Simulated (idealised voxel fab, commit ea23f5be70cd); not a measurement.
Process module heading - voxel ribs on slabs
Square cells of 5 nm make up the cross-section cut, whose width is 295 nm.
Cross-section = grid of square cells, listed top down in bands; band = one or more rows. First you get the band's top height and its bottom height, in nm, and then the materials it's made of, left to right, with each width in nm. If you see a single material with "throughout", that one covers the band edge to edge. "air" is empty space. Where do heights start? At 0: under that level the wafer as delivered is made of one material only. And the lowest band has no floor; it just carries on downward, as in "top 0, no bottom". You'd read "30 to 40" like this: the band's top row of cells is as wide as the first number, its bottom row is as wide as the second, and going down, every row changes width by the same amount as the row before did. No cell of the cross-section changed in a step that is given as "left unchanged". "Enclosed cavity list": sealed empty spaces, 8 cells or more, no open way to top, listed width x height at distance, with distance from the left edge and width, height and distance in nm. Past the settings on a step's line: simulator remark, on that step. overlay nm: where the mask lay relative to plan, measured to the right, on steps with a mask; negatives go left.

-- So here's the lineup of process steps we planned
1. RECEIVE: material Si
2. DIRECTIONAL_DEP: material SiO2, thk nm 30
3. DIRECTIONAL_DEP: material polySi, thk nm 25
4. PATTERN: tone cover, mask id RIB, material resist, width nm 30, thk nm 20, overlay nm 0
5. DIRECTIONAL_ETCH: etch materials polySi, depth nm 15
6. STRIP: etch materials resist
7. MASKED_ETCH: tone cover, mask id SLAB, width nm 60, etch materials polySi, depth nm 10, overlay nm 0
8. FILL_DEP: material SiO2, thk nm 30
9. CMP: height nm 75
10. DIRECTIONAL_DEP: material W, thk nm 5
11. DIRECTIONAL_DEP: material aC, thk nm 10
12. PATTERN: tone cover, mask id HEATER, material resist, width nm 40, thk nm 25, overlay nm 0
13. DIRECTIONAL_ETCH: etch materials aC, depth nm 10
14. STRIP: etch materials resist
15. DIRECTIONAL_ETCH: etch materials W, depth nm 5
16. STRIP: etch materials aC
17. CONFORMAL_DEP: material SiO2, thk nm 10

-- Delivered wafer in cross-section: state after step 1
  top 0, no bottom | Si throughout
  Enclosed cavity list: none

-- End-of-module XS, first of two wafers, run as planned
  top 90, bottom 85 | air (115) / SiO2 (60) / air (120)
  top 85, bottom 80 | SiO2 throughout
  top 80, bottom 75 | SiO2 (125) / W (40) / SiO2 (130)
  top 75, bottom 55 | SiO2 throughout
  top 55, bottom 40 | SiO2 (130) / polySi (30) / SiO2 (135)
  top 40, bottom 30 | SiO2 (115) / polySi (60) / SiO2 (120)
  top 30, bottom 0 | SiO2 throughout
  top 0, no bottom | Si throughout
  Enclosed cavity list: none

-- Second of two wafers, module complete, sectioned: it shares the first wafer's start and plan but was run with one mistake
  top 90, bottom 85 | air (115) / SiO2 (60) / air (120)
  top 85, bottom 80 | SiO2 throughout
  top 80, bottom 75 | SiO2 (125) / W (40) / SiO2 (130)
  top 75, bottom 45 | SiO2 throughout
  top 45, bottom 30 | SiO2 (130) / polySi (30) / SiO2 (135)
  top 30, bottom 0 | SiO2 throughout
  top 0, no bottom | Si throughout
  Enclosed cavity list: none
Nonconformance to the process plan: contrary to plan, step 3 was performed as DIRECTIONAL_DEP: material polySi, thk nm 15
Per the end-of-run cell counts, the second wafer holds more or fewer of some materials than the first: SiO2: 24 more, polySi: 24 fewer
